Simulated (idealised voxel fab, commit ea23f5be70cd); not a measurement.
Process module under the name voxel tone inversion
Square cells of 5 nm make up the cross-section cut, whose width is 270 nm.
This document writes a cross-section as a grid whose cells are square, and gives it as bands, listed from the top down; one or more rows of cells form a band.
Heads up on the band format: heights come first, top then bottom, in nm. After that it's the materials left to right, each with its width in nm. A single material flagged "throughout" fills the whole band edge to edge, and "blank" means there's empty space there.
Beneath 0, the wafer as received is one material, and that level is where height counting begins. The lowest band goes on downward without a bottom; it is written like "top 0, no bottom".
Width "30->40": first value at the band's top row of cells, second value at its bottom row, equal change from row to row.
A step reported as "nothing changed" is a step in which no cell of the cross-section changed.
Closed empty spaces (no open way to the top) of 8 cells or more are what "Closed empty spaces" lists, each as width x height at distance from the left edge, nm for all three.
What comes after the settings on a step's line is commentary from the simulator itself on that step.
overlay nm: where the mask lay relative to plan, measured to the right, on steps with a mask; negatives go left.

### This section lists the process steps that were planned
1,RECEIVE: material Si
2,CONFORMAL_DEP: material SiCN, thk nm 5
3,DIRECTIONAL_DEP: material polySi, thk nm 15
4,PATTERN: tone cover, mask id POSTS, material resist, width nm 25, pitch nm 45, thk nm 25, overlay nm 0
5,DIRECTIONAL_ETCH: etch materials polySi, depth nm 15
6,STRIP: etch materials resist
7,FILL_DEP: material lowk, thk nm 5
8,CMP: height nm 20
9,STRIP: etch materials polySi

### As received (post step 1): cross-section
top 0, no bottom: Si throughout
Closed empty spaces: none

### The plan above was carried out on the starting structure above with one mistake, and this cross-section shows the wafer at the end of the module
top 20, bottom 15: SiCN throughout
top 15, bottom 0: polySi throughout
top 0, no bottom: Si throughout
Closed empty spaces: none
Where did the run depart from the plan? transposition of steps 2 and 3 relative to the planned sequence
